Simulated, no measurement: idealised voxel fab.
process module | voxel fin reveal
cross-section cut | 290 nm wide | cells 5 nm
A cross-section is a grid of square cells, given in bands from the top down. A band is one or more rows of cells.
Each band's line starts with the height of the band's top and of its bottom, in nm. Then come its materials from left to right, each with its width in nm. One material with "throughout" fills the band from edge to edge. "air" is empty space.
Height 0 is the level under which the wafer as received is all one material. The lowest band goes on downwards, as in "0 down".
A width such as "30 to 40" changes by the same amount from each row of cells to the next, from the band's top row to its bottom row.
"no change" after a step means that no cell of the cross-section changed.
closed voids: empty space of 8 cells or more with no open way to the top, each as width x height at its distance from the left edge, in nm
after a step's settings: what the simulator itself notes on the step
overlay nm, on a step with a mask: how far to the right of its planned place the mask lay; to the left if negative
plan
1 op RECEIVE | material Si
2 op CONFORMAL_DEP | material SiN | thk nm 5
3 op DIRECTIONAL_DEP | material aC | thk nm 10
4 op PATTERN | tone cover | mask id FINS | material resist | width nm 15 | pitch nm 35 | thk nm 30 | overlay nm 0
5 op DIRECTIONAL_ETCH | etch materials aC | depth nm 10
6 op STRIP | etch materials resist
7 op DIRECTIONAL_ETCH | etch materials SiN | depth nm 5
8 op DIRECTIONAL_ETCH | etch materials Si | depth nm 30
9 op STRIP | etch materials aC
10 op OXIDIZE | depth nm 5
11 op FILL_DEP | material SiO2 | thk nm 15
12 op CMP | height nm 5
13 op SELECTIVE_ETCH | etch materials SiO2 | depth nm 20
14 op STRIP | etch materials SiN
15 op CONFORMAL_DEP | material HfO2 | thk nm 5
first wafer, as planned
as received, after step 1
  0 down: Si throughout
  closed voids: none
after step 2
  5 to 0: SiN throughout
  below 0: unchanged
after step 3
  15 to 5: aC throughout
  below 5: unchanged
after step 4
  45 to 15: air 120 | resist 15 | air 20 | resist 15 | air 120
  below 15: unchanged
after step 5
  35 to 15: air 120 | resist 15 | air 20 | resist 15 | air 120
  15 to 5: air 120 | aC 15 | air 20 | aC 15 | air 120
  below 5: unchanged
after step 6
  15 to 5: air 120 | aC 15 | air 20 | aC 15 | air 120
  below 5: unchanged
after step 7
  15 to 5: air 120 | aC 15 | air 20 | aC 15 | air 120
  5 to 0: air 120 | SiN 15 | air 20 | SiN 15 | air 120
  below 0: unchanged
after step 8
  15 to 5: air 120 | aC 15 | air 20 | aC 15 | air 120
  5 to 0: air 120 | SiN 15 | air 20 | SiN 15 | air 120
  0 to -30: air 120 | Si 15 | air 20 | Si 15 | air 120
  below -30: unchanged
after step 9
  5 to 0: air 120 | SiN 15 | air 20 | SiN 15 | air 120
  below 0: unchanged
after step 10
  5 to 0: air 120 | SiN 15 | air 20 | SiN 15 | air 120
  0 to -30: air 120 | SiO2 5 | Si 5 | SiO2 5 | air 20 | SiO2 5 | Si 5 | SiO2 5 | air 120
  -30 to -35: SiO2 125 | Si 5 | SiO2 30 | Si 5 | SiO2 125
  below -35: unchanged
after step 11
  20 to 5: SiO2 throughout
  5 to 0: SiO2 120 | SiN 15 | SiO2 20 | SiN 15 | SiO2 120
  0 to -35: SiO2 125 | Si 5 | SiO2 30 | Si 5 | SiO2 125
  below -35: unchanged
after step 12
  5 to 0: SiO2 120 | SiN 15 | SiO2 20 | SiN 15 | SiO2 120
  below 0: unchanged
after step 13
  5 to 0: air 120 | SiN 15 | air 20 | SiN 15 | air 120
  0 to -15: air 125 | Si 5 | air 30 | Si 5 | air 125
  below -15: unchanged
after step 14
  0 to -15: air 125 | Si 5 | air 30 | Si 5 | air 125
  below -15: unchanged
after step 15
  5 to 0: air 120 | HfO2 15 | air 20 | HfO2 15 | air 120
  0 to -10: air 120 | HfO2 5 | Si 5 | HfO2 5 | air 20 | HfO2 5 | Si 5 | HfO2 5 | air 120
  -10 to -15: HfO2 125 | Si 5 | HfO2 30 | Si 5 | HfO2 125
  below -15: unchanged
second wafer: like start, like plan, one mistake. Through step 14 it matches the first wafer
when step 15 should have ended
  5 to 0: air 120 | aC 15 | air 20 | aC 15 | air 120
  0 to -10: air 120 | aC 5 | Si 5 | aC 5 | air 20 | aC 5 | Si 5 | aC 5 | air 120
  -10 to -15: aC 125 | Si 5 | aC 30 | Si 5 | aC 125
  below -15: unchanged
what went wrong: step 15 ran as: op CONFORMAL_DEP | material aC | thk nm 5
at the end the second wafer has, in cells: 70 fewer of HfO2 | 70 more of aC
